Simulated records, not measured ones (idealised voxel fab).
The document below concerns the process module designated voxel tone inversion.
Displayed cross-section: cut, width of 265 nm, square cells sized 5 nm.
Cross-section layout: square cells on a grid; listed as bands, top to bottom; a band spans one or more cell rows. Per band: top height and bottom height in nm, followed by the left-to-right materials and their widths in nm; "throughout" marks a single material spanning edge to edge, "air" marks empty space. Measure heights from 0. That's the level where, below it, the as-received wafer is all one material. The lowest band is bottomless and extends downward; write it as in "top 0, no bottom". Quick explanation for "30..40": the width changes in equal steps down the rows of cells, from the first number in the band's top row to the second number in its bottom row. Where the words "nothing different" appear for a step, the cross-section shows no cell changed by that step; every cell remained as before. The label "Closed voids list" introduces a list of the empty spaces, 8 cells or larger, that have no open way up to the top; each entry in it reads width x height at distance, where the distance is taken from the left edge and all three are stated in nm. Past the settings on a step's line: simulator remark, on that step. overlay nm: where the mask lay relative to plan, measured to the right, on steps with a mask; negatives go left. Below you will find pairs of cross-sections. In each, one shows the wafer before one process step and the other after it, with the after view ending at the lowest band that changed. Under each pair is the step separating them, along with its settings. Do not assume the pairs form a chain: they can come from different runs of this module on the same starting wafer, and a pair continues from the pair above it only when its "State before" entry says so.

## State before
* top 0, no bottom | Si throughout
* Closed voids list: none

## Sectional View, Post-Process
* top 10, bottom 0 | SiCN throughout
* Nothing below the height 0 has changed.
* Closed voids list: none
What is the step between the two cross-sections above? CONFORMAL_DEP (material SiCN; thk nm 10)

State before: = after-state of the pair above.

## Sectional View, Post-Process
* top 35, bottom 10 | polySi throughout
* Nothing below the height 10 has changed.
* Closed voids list: none
What is the step between the two cross-sections above? DIRECTIONAL_DEP (material polySi; thk nm 25)

State before: = after-state of the pair above.

## Sectional View, Post-Process
* top 70, bottom 35 | air 80 nm | resist 25 nm | air 15 nm | resist 25 nm | air 15 nm | resist 25 nm | air 80 nm
* Nothing below the height 35 has changed.
* Closed voids list: none
What is the step between the two cross-sections above? PATTERN (tone cover; mask id POSTS; material resist; width nm 25; pitch nm 40; thk nm 35; overlay nm 0)

State before: = after-state of the pair above.

## Sectional View, Post-Process
* top 70, bottom 35 | air 80 nm | resist 25 nm | air 15 nm | resist 25 nm | air 15 nm | resist 25 nm | air 80 nm
* top 35, bottom 10 | air 80 nm | polySi 25 nm | air 15 nm | polySi 25 nm | air 15 nm | polySi 25 nm | air 80 nm
* Nothing below the height 10 has changed.
* Closed voids list: none
What is the step between the two cross-sections above? DIRECTIONAL_ETCH (etch materials polySi; depth nm 25)

State before: = after-state of the pair above.

## Sectional View, Post-Process
* top 35, bottom 10 | air 80 nm | polySi 25 nm | air 15 nm | polySi 25 nm | air 15 nm | polySi 25 nm | air 80 nm
* Nothing below the height 10 has changed.
* Closed voids list: none
What is the step between the two cross-sections above? STRIP (etch materials resist)

State before: = after-state of the pair above.

## Sectional View, Post-Process
* top 45, bottom 35 | SiO2 throughout
* top 35, bottom 10 | SiO2 80 nm | polySi 25 nm | SiO2 15 nm | polySi 25 nm | SiO2 15 nm | polySi 25 nm | SiO2 80 nm
* Nothing below the height 10 has changed.
* Closed voids list: none
What is the step between the two cross-sections above? FILL_DEP (material SiO2; thk nm 10)

State before: = after-state of the pair above.

## Sectional View, Post-Process
* top 35, bottom 10 | SiO2 80 nm | polySi 25 nm | SiO2 15 nm | polySi 25 nm | SiO2 15 nm | polySi 25 nm | SiO2 80 nm
* Nothing below the height 10 has changed.
* Closed voids list: none
What is the step between the two cross-sections above? CMP (height nm 35)

State before: = after-state of the pair above.

## Sectional View, Post-Process
* top 35, bottom 10 | SiO2 80 nm | air 25 nm | SiO2 15 nm | air 25 nm | SiO2 15 nm | air 25 nm | SiO2 80 nm
* Nothing below the height 10 has changed.
* Closed voids list: none
What is the step between the two cross-sections above? STRIP (etch materials polySi)

## State before
* top 0, no bottom | Si throughout
* Closed voids list: none

## Sectional View, Post-Process
* top 25, bottom 0 | polySi throughout
* Nothing below the height 0 has changed.
* Closed voids list: none
What is the step between the two cross-sections above? DIRECTIONAL_DEP (material polySi; thk nm 25)

State before: = after-state of the pair above.

## Sectional View, Post-Process
* top 60, bottom 25 | air 80 nm | resist 25 nm | air 15 nm | resist 25 nm | air 15 nm | resist 25 nm | air 80 nm
* Nothing below the height 25 has changed.
* Closed voids list: none
What is the step between the two cross-sections above? PATTERN (tone cover; mask id POSTS; material resist; width nm 25; pitch nm 40; thk nm 35; overlay nm 0)

State before: = after-state of the pair above.

## Sectional View, Post-Process
* top 60, bottom 25 | air 80 nm | resist 25 nm | air 15 nm | resist 25 nm | air 15 nm | resist 25 nm | air 80 nm
* top 25, bottom 0 | air 80 nm | polySi 25 nm | air 15 nm | polySi 25 nm | air 15 nm | polySi 25 nm | air 80 nm
* Nothing below the height 0 has changed.
* Closed voids list: none
What is the step between the two cross-sections above? DIRECTIONAL_ETCH (etch materials polySi; depth nm 25)

State before: = after-state of the pair above.

## Sectional View, Post-Process
* top 25, bottom 0 | air 80 nm | polySi 25 nm | air 15 nm | polySi 25 nm | air 15 nm | polySi 25 nm | air 80 nm
* Nothing below the height 0 has changed.
* Closed voids list: none
What is the step between the two cross-sections above? STRIP (etch materials resist)

State before: = after-state of the pair above.

## Sectional View, Post-Process
* top 35, bottom 25 | SiO2 throughout
* top 25, bottom 0 | SiO2 80 nm | polySi 25 nm | SiO2 15 nm | polySi 25 nm | SiO2 15 nm | polySi 25 nm | SiO2 80 nm
* Nothing below the height 0 has changed.
* Closed voids list: none
What is the step between the two cross-sections above? FILL_DEP (material SiO2; thk nm 10)

## State before
* top 25, bottom 0 | polySi throughout
* top 0, no bottom | Si throughout
* Closed voids list: none

## Sectional View, Post-Process
* top 35, bottom 25 | SiCN throughout
* Nothing below the height 25 has changed.
* Closed voids list: none
What is the step between the two cross-sections above? CONFORMAL_DEP (material SiCN; thk nm 10)

State before: = after-state of the pair above.

## Sectional View, Post-Process
* top 70, bottom 35 | air 80 nm | resist 25 nm | air 15 nm | resist 25 nm | air 15 nm | resist 25 nm | air 80 nm
* Nothing below the height 35 has changed.
* Closed voids list: none
What is the step between the two cross-sections above? PATTERN (tone cover; mask id POSTS; material resist; width nm 25; pitch nm 40; thk nm 35; overlay nm 0)

State before: = after-state of the pair above.

## Sectional View, Post-Process
* top 35, bottom 25 | SiCN throughout
* Nothing below the height 25 has changed.
* Closed voids list: none
What is the step between the two cross-sections above? STRIP (etch materials resist)

State before: = after-state of the pair above.

## Sectional View, Post-Process
* top 45, bottom 35 | SiO2 throughout
* Nothing below the height 35 has changed.
* Closed voids list: none
What is the step between the two cross-sections above? FILL_DEP (material SiO2; thk nm 10)

State before: = after-state of the pair above.

## Sectional View, Post-Process
* top 35, bottom 25 | SiCN throughout
* Nothing below the height 25 has changed.
* Closed voids list: none
What is the step between the two cross-sections above? CMP (height nm 35)

## State before
* top 45, bottom 35 | SiO2 throughout
* top 35, bottom 10 | SiO2 80 nm | polySi 25 nm | SiO2 15 nm | polySi 25 nm | SiO2 15 nm | polySi 25 nm | SiO2 80 nm
* top 10, bottom 0 | SiCN throughout
* top 0, no bottom | Si throughout
* Closed voids list: none

## Sectional View, Post-Process
* top 40, bottom 35 | SiO2 throughout
* Nothing below the height 35 has changed.
* Closed voids list: none
What is the step between the two cross-sections above? CMP (height nm 40)

## State before
* top 35, bottom 10 | polySi throughout
* top 10, bottom 0 | SiCN throughout
* top 0, no bottom | Si throughout
* Closed voids list: none

## Sectional View, Post-Process
* top 70, bottom 35 | air 85 nm | resist 20 nm | air 20 nm | resist 20 nm | air 20 nm | resist 20 nm | air 80 nm
* Nothing below the height 35 has changed.
* Closed voids list: none
What is the step between the two cross-sections above? PATTERN (tone cover; mask id POSTS; material resist; width nm 20; pitch nm 40; thk nm 35; overlay nm 0)

State before: = after-state of the pair above.

## Sectional View, Post-Process
* top 70, bottom 35 | air 85 nm | resist 20 nm | air 20 nm | resist 20 nm | air 20 nm | resist 20 nm | air 80 nm
* top 35, bottom 10 | air 85 nm | polySi 20 nm | air 20 nm | polySi 20 nm | air 20 nm | polySi 20 nm | air 80 nm
* Nothing below the height 10 has changed.
* Closed voids list: none
What is the step between the two cross-sections above? DIRECTIONAL_ETCH (etch materials polySi; depth nm 25)

State before: = after-state of the pair above.

## Sectional View, Post-Process
* top 35, bottom 10 | air 85 nm | polySi 20 nm | air 20 nm | polySi 20 nm | air 20 nm | polySi 20 nm | air 80 nm
* Nothing below the height 10 has changed.
* Closed voids list: none
What is the step between the two cross-sections above? STRIP (etch materials resist)

State before: = after-state of the pair above.

## Sectional View, Post-Process
* top 45, bottom 35 | SiO2 throughout
* top 35, bottom 10 | SiO2 85 nm | polySi 20 nm | SiO2 20 nm | polySi 20 nm | SiO2 20 nm | polySi 20 nm | SiO2 80 nm
* Nothing below the height 10 has changed.
* Closed voids list: none
What is the step between the two cross-sections above? FILL_DEP (material SiO2; thk nm 10)

State before: = after-state of the pair above.

## Sectional View, Post-Process
* top 35, bottom 10 | SiO2 85 nm | polySi 20 nm | SiO2 20 nm | polySi 20 nm | SiO2 20 nm | polySi 20 nm | SiO2 80 nm
* Nothing below the height 10 has changed.
* Closed voids list: none
What is the step between the two cross-sections above? CMP (height nm 35)

State before: = after-state of the pair above.

## Sectional View, Post-Process
* top 35, bottom 10 | SiO2 85 nm | air 20 nm | SiO2 20 nm | air 20 nm | SiO2 20 nm | air 20 nm | SiO2 80 nm
* Nothing below the height 10 has changed.
* Closed voids list: none
What is the step between the two cross-sections above? STRIP (etch materials polySi)

## State before
* top 35, bottom 10 | polySi throughout
* top 10, bottom 0 | SiCN throughout
* top 0, no bottom | Si throughout
* Closed voids list: none

## Sectional View, Post-Process
* top 70, bottom 35 | air 85 nm | resist 25 nm | air 15 nm | resist 25 nm | air 15 nm | resist 25 nm | air 75 nm
* Nothing below the height 35 has changed.
* Closed voids list: none
What is the step between the two cross-sections above? PATTERN (tone cover; mask id POSTS; material resist; width nm 25; pitch nm 40; thk nm 35; overlay nm 5)

State before: = after-state of the pair above.

## Sectional View, Post-Process
* top 70, bottom 35 | air 85 nm | resist 25 nm | air 15 nm | resist 25 nm | air 15 nm | resist 25 nm | air 75 nm
* top 35, bottom 10 | air 85 nm | polySi 25 nm | air 15 nm | polySi 25 nm | air 15 nm | polySi 25 nm | air 75 nm
* Nothing below the height 10 has changed.
* Closed voids list: none
What is the step between the two cross-sections above? DIRECTIONAL_ETCH (etch materials polySi; depth nm 25)

State before: = after-state of the pair above.

## Sectional View, Post-Process
* top 35, bottom 10 | air 85 nm | polySi 25 nm | air 15 nm | polySi 25 nm | air 15 nm | polySi 25 nm | air 75 nm
* Nothing below the height 10 has changed.
* Closed voids list: none
What is the step between the two cross-sections above? STRIP (etch materials resist)

State before: = after-state of the pair above.

## Sectional View, Post-Process
* top 45, bottom 35 | SiO2 throughout
* top 35, bottom 10 | SiO2 85 nm | polySi 25 nm | SiO2 15 nm | polySi 25 nm | SiO2 15 nm | polySi 25 nm | SiO2 75 nm
* Nothing below the height 10 has changed.
* Closed voids list: none
What is the step between the two cross-sections above? FILL_DEP (material SiO2; thk nm 10)

State before: = after-state of the pair above.

## Sectional View, Post-Process
* top 35, bottom 10 | SiO2 85 nm | polySi 25 nm | SiO2 15 nm | polySi 25 nm | SiO2 15 nm | polySi 25 nm | SiO2 75 nm
* Nothing below the height 10 has changed.
* Closed voids list: none
What is the step between the two cross-sections above? CMP (height nm 35)

State before: = after-state of the pair above.

## Sectional View, Post-Process
* top 35, bottom 10 | SiO2 85 nm | air 25 nm | SiO2 15 nm | air 25 nm | SiO2 15 nm | air 25 nm | SiO2 75 nm
* Nothing below the height 10 has changed.
* Closed voids list: none
What is the step between the two cross-sections above? STRIP (etch materials polySi)

## State before
* top 35, bottom 10 | air 80 nm | polySi 25 nm | air 15 nm | polySi 25 nm | air 15 nm | polySi 25 nm | air 80 nm
* top 10, bottom 0 | SiCN throughout
* top 0, no bottom | Si throughout
* Closed voids list: none

## Sectional View, Post-Process
* top 45, bottom 35 | SiCN throughout
* top 35, bottom 10 | SiCN 80 nm | polySi 25 nm | SiCN 15 nm | polySi 25 nm | SiCN 15 nm | polySi 25 nm | SiCN 80 nm
* Nothing below the height 10 has changed.
* Closed voids list: none
What is the step between the two cross-sections above? FILL_DEP (material SiCN; thk nm 10)

State before: = after-state of the pair above.

## Sectional View, Post-Process
* top 35, bottom 10 | SiCN 80 nm | polySi 25 nm | SiCN 15 nm | polySi 25 nm | SiCN 15 nm | polySi 25 nm | SiCN 80 nm
* Nothing below the height 10 has changed.
* Closed voids list: none
What is the step between the two cross-sections above? CMP (height nm 35)

State before: = after-state of the pair above.

## Sectional View, Post-Process
* top 35, bottom 10 | SiCN 80 nm | air 25 nm | SiCN 15 nm | air 25 nm | SiCN 15 nm | air 25 nm | SiCN 80 nm
* Nothing below the height 10 has changed.
* Closed voids list: none
What is the step between the two cross-sections above? STRIP (etch materials polySi)

## State before
* top 35, bottom 10 | polySi throughout
* top 10, bottom 0 | SiCN throughout
* top 0, no bottom | Si throughout
* Closed voids list: none

## Sectional View, Post-Process
* top 70, bottom 35 | resist 80 nm | air 25 nm | resist 15 nm | air 25 nm | resist 15 nm | air 25 nm | resist 80 nm
* Nothing below the height 35 has changed.
* Closed voids list: none
What is the step between the two cross-sections above? PATTERN (tone open; mask id POSTS; material resist; width nm 25; pitch nm 40; thk nm 35; overlay nm 0)

State before: = after-state of the pair above.

## Sectional View, Post-Process
* top 70, bottom 35 | resist 80 nm | air 25 nm | resist 15 nm | air 25 nm | resist 15 nm | air 25 nm | resist 80 nm
* top 35, bottom 10 | polySi 80 nm | air 25 nm | polySi 15 nm | air 25 nm | polySi 15 nm | air 25 nm | polySi 80 nm
* Nothing below the height 10 has changed.
* Closed voids list: none
What is the step between the two cross-sections above? DIRECTIONAL_ETCH (etch materials polySi; depth nm 25)

State before: = after-state of the pair above.

## Sectional View, Post-Process
* top 35, bottom 10 | polySi 80 nm | air 25 nm | polySi 15 nm | air 25 nm | polySi 15 nm | air 25 nm | polySi 80 nm
* Nothing below the height 10 has changed.
* Closed voids list: none
What is the step between the two cross-sections above? STRIP (etch materials resist)

State before: = after-state of the pair above.

## Sectional View, Post-Process
* top 45, bottom 35 | SiO2 throughout
* top 35, bottom 10 | polySi 80 nm | SiO2 25 nm | polySi 15 nm | SiO2 25 nm | polySi 15 nm | SiO2 25 nm | polySi 80 nm
* Nothing below the height 10 has changed.
* Closed voids list: none
What is the step between the two cross-sections above? FILL_DEP (material SiO2; thk nm 10)

State before: = after-state of the pair above.

## Sectional View, Post-Process
* top 35, bottom 10 | polySi 80 nm | SiO2 25 nm | polySi 15 nm | SiO2 25 nm | polySi 15 nm | SiO2 25 nm | polySi 80 nm
* Nothing below the height 10 has changed.
* Closed voids list: none
What is the step between the two cross-sections above? CMP (height nm 35)

State before: = after-state of the pair above.

## Sectional View, Post-Process
* top 35, bottom 10 | air 80 nm | SiO2 25 nm | air 15 nm | SiO2 25 nm | air 15 nm | SiO2 25 nm | air 80 nm
* Nothing below the height 10 has changed.
* Closed voids list: none
What is the step between the two cross-sections above? STRIP (etch materials polySi)
